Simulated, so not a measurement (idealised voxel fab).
A process module follows: voxel wiring stack.
Section shown: cut. Width: 210 nm. Cell size: 5 nm, square.
Bands, listed from the top down, are how a cross-section gets written in this document; the cross-section itself is a grid of square cells, and a band is one or more rows of them.
Within each band entry, the heights of the top and of the bottom of the band appear first, in that order and in nm; the materials of the band then follow from left to right, each with its corresponding width in nm. The designation "throughout" on a single material indicates that it fills the band from edge to edge; the designation "air" indicates empty space.
Counting heights begins at 0, where everything beneath is, in the wafer as received, one material. The lowest band has no bottom; it goes on downwards, as "top 0, no bottom" shows.
Width: "30..40" (first number = top row, second number = bottom row, same change from row to row of cells).
A step reported as "no alterations made" is a step in which no cell of the cross-section changed.
For the entry "Non-vented voids", the listed items are empty spaces with no open way to the top whose size is 8 cells or more; each item follows the pattern width x height at distance, where distance is from the left edge and all three are in nm.
Where a step's line continues beyond its settings, the continuation is a remark by the simulator itself on that step.
If you see "overlay nm" on a step's line and that step has a mask, it's telling you how far right of where it was planned the mask ended up; a negative number means it went left instead.

Steps planned for the process:
1 RECEIVE,material Si
2 CONFORMAL_DEP,material SiO2,thk nm 15
3 DIRECTIONAL_DEP,material TiN,thk nm 5
4 DIRECTIONAL_DEP,material Ru,thk nm 25
5 DIRECTIONAL_DEP,material aC,thk nm 15
6 PATTERN,tone cover,mask id METAL_1,material resist,width nm 30,pitch nm 55,thk nm 35,overlay nm 0
7 DIRECTIONAL_ETCH,etch materials aC,depth nm 15
8 STRIP,etch materials resist
9 DIRECTIONAL_ETCH,etch materials Ru,depth nm 25
10 DIRECTIONAL_ETCH,etch materials TiN,depth nm 5
11 STRIP,etch materials aC
12 CONFORMAL_DEP,material SiN,thk nm 5
13 FILL_DEP,material SiO2,thk nm 5
14 CMP,height nm 45
15 CONFORMAL_DEP,material SiCN,thk nm 5
16 DIRECTIONAL_DEP,material SiO2,thk nm 35
17 MASKED_ETCH,tone open,mask id METAL_2_HOLES,width nm 15,pitch nm 55,etch materials SiO2,depth nm 35,overlay nm 0
18 MASKED_ETCH,tone open,mask id METAL_2,width nm 30,pitch nm 55,etch materials SiO2,depth nm 20,overlay nm 0
19 MASKED_ETCH,tone open,mask id METAL_2,width nm 30,pitch nm 55,etch materials SiCN,depth nm 5,overlay nm 0
20 CONFORMAL_DEP,material TiN,thk nm 5
21 FILL_DEP,material Ru,thk nm 5
22 CMP,height nm 85
23 CONFORMAL_DEP,material SiCN,thk nm 5
24 DIRECTIONAL_DEP,material lowk,thk nm 15
25 PATTERN,tone open,mask id PLUG_2,material resist,width nm 15,thk nm 20,overlay nm 0
26 DIRECTIONAL_ETCH,etch materials lowk,depth nm 15
27 DIRECTIONAL_ETCH,etch materials SiCN,depth nm 5
28 STRIP,etch materials resist
29 EPI,material Ru,thk nm 10
30 EPI,material Ru,thk nm 10
31 DIRECTIONAL_DEP,material TiN,thk nm 5
32 DIRECTIONAL_DEP,material Ru,thk nm 15
33 MASKED_ETCH,tone cover,mask id METAL_3,width nm 30,pitch nm 55,etch materials Ru,depth nm 15,overlay nm 0
34 MASKED_ETCH,tone cover,mask id METAL_3,width nm 30,pitch nm 55,etch materials TiN,depth nm 5,overlay nm 0
35 CONFORMAL_DEP,material SiN,thk nm 5
36 FILL_DEP,material SiO2,thk nm 10
37 CMP,height nm 125
38 CONFORMAL_DEP,material SiN,thk nm 5

Wafer, first of two, run as planned:

Cross-section of the wafer upon arrival, representing the state reached after step 1:
> top 0, no bottom: Si throughout
> Non-vented voids: none

Cross-section through the wafer, step 2 finished:
> top 15, bottom 0: SiO2 throughout
> Heights below 0 show no change.

Cross-section through the wafer, step 3 finished:
> top 20, bottom 15: TiN throughout
> Heights below 15 show no change.

Cross-section through the wafer, step 4 finished:
> top 45, bottom 20: Ru throughout
> Heights below 20 show no change.

Cross-section through the wafer, step 5 finished:
> top 60, bottom 45: aC throughout
> Heights below 45 show no change.

Cross-section through the wafer, step 6 finished:
> top 95, bottom 60: 60 air | 30 resist | 25 air | 30 resist | 65 air
> Heights below 60 show no change.

Cross-section through the wafer, step 7 finished:
> top 80, bottom 60: 60 air | 30 resist | 25 air | 30 resist | 65 air
> top 60, bottom 45: 60 air | 30 aC | 25 air | 30 aC | 65 air
> Heights below 45 show no change.

Cross-section through the wafer, step 8 finished:
> top 60, bottom 45: 60 air | 30 aC | 25 air | 30 aC | 65 air
> Heights below 45 show no change.

Cross-section through the wafer, step 9 finished:
> top 60, bottom 45: 60 air | 30 aC | 25 air | 30 aC | 65 air
> top 45, bottom 20: 60 air | 30 Ru | 25 air | 30 Ru | 65 air
> Heights below 20 show no change.

Cross-section through the wafer, step 10 finished:
> top 60, bottom 45: 60 air | 30 aC | 25 air | 30 aC | 65 air
> top 45, bottom 20: 60 air | 30 Ru | 25 air | 30 Ru | 65 air
> top 20, bottom 15: 60 air | 30 TiN | 25 air | 30 TiN | 65 air
> Heights below 15 show no change.

Cross-section through the wafer, step 11 finished:
> top 45, bottom 20: 60 air | 30 Ru | 25 air | 30 Ru | 65 air
> Heights below 20 show no change.

Cross-section through the wafer, step 12 finished:
> top 50, bottom 45: 55 air | 40 SiN | 15 air | 40 SiN | 60 air
> top 45, bottom 20: 55 air | 5 SiN | 30 Ru | 5 SiN | 15 air | 5 SiN | 30 Ru | 5 SiN | 60 air
> top 20, bottom 15: 60 SiN | 30 TiN | 25 SiN | 30 TiN | 65 SiN
> Heights below 15 show no change.

Cross-section through the wafer, step 13 finished:
> top 55, bottom 50: SiO2 throughout
> top 50, bottom 45: 55 SiO2 | 40 SiN | 15 SiO2 | 40 SiN | 60 SiO2
> top 45, bottom 20: 55 SiO2 | 5 SiN | 30 Ru | 5 SiN | 15 SiO2 | 5 SiN | 30 Ru | 5 SiN | 60 SiO2
> Heights below 20 show no change.

Cross-section through the wafer, step 14 finished:
> top 45, bottom 20: 55 SiO2 | 5 SiN | 30 Ru | 5 SiN | 15 SiO2 | 5 SiN | 30 Ru | 5 SiN | 60 SiO2
> Heights below 20 show no change.

Cross-section through the wafer, step 15 finished:
> top 50, bottom 45: SiCN throughout
> Heights below 45 show no change.

Cross-section through the wafer, step 16 finished:
> top 85, bottom 50: SiO2 throughout
> Heights below 50 show no change.

Cross-section through the wafer, step 17 finished:
> top 85, bottom 50: 60 SiO2 | 15 air | 40 SiO2 | 15 air | 80 SiO2
> Heights below 50 show no change.

Cross-section through the wafer, step 18 finished:
> top 85, bottom 65: 60 SiO2 | 30 air | 25 SiO2 | 30 air | 65 SiO2
> Heights below 65 show no change.

Cross-section through the wafer, step 19 finished:
> top 85, bottom 65: 60 SiO2 | 30 air | 25 SiO2 | 30 air | 65 SiO2
> top 65, bottom 50: 60 SiO2 | 15 air | 40 SiO2 | 15 air | 80 SiO2
> top 50, bottom 45: 60 SiCN | 15 air | 40 SiCN | 15 air | 80 SiCN
> Heights below 45 show no change.

Cross-section through the wafer, step 20 finished:
> top 90, bottom 85: 65 TiN | 20 air | 35 TiN | 20 air | 70 TiN
> top 85, bottom 70: 60 SiO2 | 5 TiN | 20 air | 5 TiN | 25 SiO2 | 5 TiN | 20 air | 5 TiN | 65 SiO2
> top 70, bottom 65: 60 SiO2 | 5 TiN | 5 air | 20 TiN | 25 SiO2 | 5 TiN | 5 air | 20 TiN | 65 SiO2
> top 65, bottom 50: 60 SiO2 | 5 TiN | 5 air | 5 TiN | 40 SiO2 | 5 TiN | 5 air | 5 TiN | 80 SiO2
> top 50, bottom 45: 60 SiCN | 15 TiN | 40 SiCN | 15 TiN | 80 SiCN
> Heights below 45 show no change.

Cross-section through the wafer, step 21 finished:
> top 95, bottom 90: Ru throughout
> top 90, bottom 85: 65 TiN | 20 Ru | 35 TiN | 20 Ru | 70 TiN
> top 85, bottom 70: 60 SiO2 | 5 TiN | 20 Ru | 5 TiN | 25 SiO2 | 5 TiN | 20 Ru | 5 TiN | 65 SiO2
> top 70, bottom 65: 60 SiO2 | 5 TiN | 5 Ru | 20 TiN | 25 SiO2 | 5 TiN | 5 Ru | 20 TiN | 65 SiO2
> top 65, bottom 50: 60 SiO2 | 5 TiN | 5 Ru | 5 TiN | 40 SiO2 | 5 TiN | 5 Ru | 5 TiN | 80 SiO2
> Heights below 50 show no change.

Cross-section through the wafer, step 22 finished:
> top 85, bottom 70: 60 SiO2 | 5 TiN | 20 Ru | 5 TiN | 25 SiO2 | 5 TiN | 20 Ru | 5 TiN | 65 SiO2
> Heights below 70 show no change.

Cross-section through the wafer, step 23 finished:
> top 90, bottom 85: SiCN throughout
> Heights below 85 show no change.

Cross-section through the wafer, step 24 finished:
> top 105, bottom 90: lowk throughout
> Heights below 90 show no change.

Cross-section through the wafer, step 25 finished:
> top 125, bottom 105: 60 resist | 15 air | 135 resist
> Heights below 105 show no change.

Cross-section through the wafer, step 26 finished:
> top 125, bottom 105: 60 resist | 15 air | 135 resist
> top 105, bottom 90: 60 lowk | 15 air | 135 lowk
> Heights below 90 show no change.

Cross-section through the wafer, step 27 finished:
> top 125, bottom 105: 60 resist | 15 air | 135 resist
> top 105, bottom 90: 60 lowk | 15 air | 135 lowk
> top 90, bottom 85: 60 SiCN | 15 air | 135 SiCN
> Heights below 85 show no change.

Cross-section through the wafer, step 28 finished:
> top 105, bottom 90: 60 lowk | 15 air | 135 lowk
> Heights below 90 show no change.

Cross-section through the wafer, step 29 finished:
> top 105, bottom 95: 60 lowk | 15 air | 135 lowk
> top 95, bottom 90: 60 lowk | 15 Ru | 135 lowk
> top 90, bottom 85: 60 SiCN | 15 Ru | 135 SiCN
> Heights below 85 show no change.

Cross-section through the wafer, step 30 finished:
> top 105, bottom 90: 60 lowk | 15 Ru | 135 lowk
> Heights below 90 show no change.

Cross-section through the wafer, step 31 finished:
> top 110, bottom 105: TiN throughout
> Heights below 105 show no change.

Cross-section through the wafer, step 32 finished:
> top 125, bottom 110: Ru throughout
> Heights below 110 show no change.

Cross-section through the wafer, step 33 finished:
> top 125, bottom 110: 60 air | 30 Ru | 25 air | 30 Ru | 65 air
> Heights below 110 show no change.

Cross-section through the wafer, step 34 finished:
> top 125, bottom 110: 60 air | 30 Ru | 25 air | 30 Ru | 65 air
> top 110, bottom 105: 60 air | 30 TiN | 25 air | 30 TiN | 65 air
> Heights below 105 show no change.

Cross-section through the wafer, step 35 finished:
> top 130, bottom 125: 55 air | 40 SiN | 15 air | 40 SiN | 60 air
> top 125, bottom 110: 55 air | 5 SiN | 30 Ru | 5 SiN | 15 air | 5 SiN | 30 Ru | 5 SiN | 60 air
> top 110, bottom 105: 60 SiN | 30 TiN | 25 SiN | 30 TiN | 65 SiN
> Heights below 105 show no change.

Cross-section through the wafer, step 36 finished:
> top 140, bottom 130: SiO2 throughout
> top 130, bottom 125: 55 SiO2 | 40 SiN | 15 SiO2 | 40 SiN | 60 SiO2
> top 125, bottom 110: 55 SiO2 | 5 SiN | 30 Ru | 5 SiN | 15 SiO2 | 5 SiN | 30 Ru | 5 SiN | 60 SiO2
> Heights below 110 show no change.

Cross-section through the wafer, step 37 finished:
> top 125, bottom 110: 55 SiO2 | 5 SiN | 30 Ru | 5 SiN | 15 SiO2 | 5 SiN | 30 Ru | 5 SiN | 60 SiO2
> Heights below 110 show no change.

Cross-section through the wafer, step 38 finished:
> top 130, bottom 125: SiN throughout
> Heights below 125 show no change.

For the second wafer, take the first wafer's start and plan, then add one mistake made in running it; everything through step 17, that step included, is shared with the first:

At the planned end of step 18, the second wafer in cross-section:
> top 85, bottom 50: 60 SiO2 | 30 air | 25 SiO2 | 30 air | 65 SiO2
> Heights below 50 show no change.

At the planned end of step 19, the second wafer in cross-section:
> top 85, bottom 50: 60 SiO2 | 30 air | 25 SiO2 | 30 air | 65 SiO2
> top 50, bottom 45: 60 SiCN | 30 air | 25 SiCN | 30 air | 65 SiCN
> Heights below 45 show no change.

At the planned end of step 20, the second wafer in cross-section:
> top 90, bottom 85: 65 TiN | 20 air | 35 TiN | 20 air | 70 TiN
> top 85, bottom 50: 60 SiO2 | 5 TiN | 20 air | 5 TiN | 25 SiO2 | 5 TiN | 20 air | 5 TiN | 65 SiO2
> top 50, bottom 45: 60 SiCN | 30 TiN | 25 SiCN | 30 TiN | 65 SiCN
> Heights below 45 show no change.

At the planned end of step 21, the second wafer in cross-section:
> top 95, bottom 90: Ru throughout
> top 90, bottom 85: 65 TiN | 20 Ru | 35 TiN | 20 Ru | 70 TiN
> top 85, bottom 50: 60 SiO2 | 5 TiN | 20 Ru | 5 TiN | 25 SiO2 | 5 TiN | 20 Ru | 5 TiN | 65 SiO2
> Heights below 50 show no change.

At the planned end of step 22, the second wafer in cross-section:
> top 85, bottom 50: 60 SiO2 | 5 TiN | 20 Ru | 5 TiN | 25 SiO2 | 5 TiN | 20 Ru | 5 TiN | 65 SiO2
> Heights below 50 show no change.

At the planned end of step 23, the second wafer in cross-section:
> top 90, bottom 85: SiCN throughout
> Heights below 85 show no change.

At the planned end of step 24, the second wafer in cross-section:
> top 105, bottom 90: lowk throughout
> Heights below 90 show no change.

At the planned end of step 25, the second wafer in cross-section:
> top 125, bottom 105: 60 resist | 15 air | 135 resist
> Heights below 105 show no change.

At the planned end of step 26, the second wafer in cross-section:
> top 125, bottom 105: 60 resist | 15 air | 135 resist
> top 105, bottom 90: 60 lowk | 15 air | 135 lowk
> Heights below 90 show no change.

At the planned end of step 27, the second wafer in cross-section:
> top 125, bottom 105: 60 resist | 15 air | 135 resist
> top 105, bottom 90: 60 lowk | 15 air | 135 lowk
> top 90, bottom 85: 60 SiCN | 15 air | 135 SiCN
> Heights below 85 show no change.

At the planned end of step 28, the second wafer in cross-section:
> top 105, bottom 90: 60 lowk | 15 air | 135 lowk
> Heights below 90 show no change.

At the planned end of step 29, the second wafer in cross-section:
> top 105, bottom 95: 60 lowk | 15 air | 135 lowk
> top 95, bottom 90: 60 lowk | 15 Ru | 135 lowk
> top 90, bottom 85: 60 SiCN | 15 Ru | 135 SiCN
> Heights below 85 show no change.

At the planned end of step 30, the second wafer in cross-section:
> top 105, bottom 90: 60 lowk | 15 Ru | 135 lowk
> Heights below 90 show no change.

At the planned end of step 31, the second wafer in cross-section:
> top 110, bottom 105: TiN throughout
> Heights below 105 show no change.

At the planned end of step 32, the second wafer in cross-section:
> top 125, bottom 110: Ru throughout
> Heights below 110 show no change.

At the planned end of step 33, the second wafer in cross-section:
> top 125, bottom 110: 60 air | 30 Ru | 25 air | 30 Ru | 65 air
> Heights below 110 show no change.

At the planned end of step 34, the second wafer in cross-section:
> top 125, bottom 110: 60 air | 30 Ru | 25 air | 30 Ru | 65 air
> top 110, bottom 105: 60 air | 30 TiN | 25 air | 30 TiN | 65 air
> Heights below 105 show no change.

At the planned end of step 35, the second wafer in cross-section:
> top 130, bottom 125: 55 air | 40 SiN | 15 air | 40 SiN | 60 air
> top 125, bottom 110: 55 air | 5 SiN | 30 Ru | 5 SiN | 15 air | 5 SiN | 30 Ru | 5 SiN | 60 air
> top 110, bottom 105: 60 SiN | 30 TiN | 25 SiN | 30 TiN | 65 SiN
> Heights below 105 show no change.

At the planned end of step 36, the second wafer in cross-section:
> top 140, bottom 130: SiO2 throughout
> top 130, bottom 125: 55 SiO2 | 40 SiN | 15 SiO2 | 40 SiN | 60 SiO2
> top 125, bottom 110: 55 SiO2 | 5 SiN | 30 Ru | 5 SiN | 15 SiO2 | 5 SiN | 30 Ru | 5 SiN | 60 SiO2
> Heights below 110 show no change.

At the planned end of step 37, the second wafer in cross-section:
> top 125, bottom 110: 55 SiO2 | 5 SiN | 30 Ru | 5 SiN | 15 SiO2 | 5 SiN | 30 Ru | 5 SiN | 60 SiO2
> Heights below 110 show no change.

At the planned end of step 38, the second wafer in cross-section:
> top 130, bottom 125: SiN throughout
> Heights below 125 show no change.
What was done differently from what was planned? execution of plan step 18 occurred twice
End check, counted in cells, second wafer has more or fewer of these materials than the first: Ru: 24 more, SiCN: 6 fewer, SiO2: 18 fewer
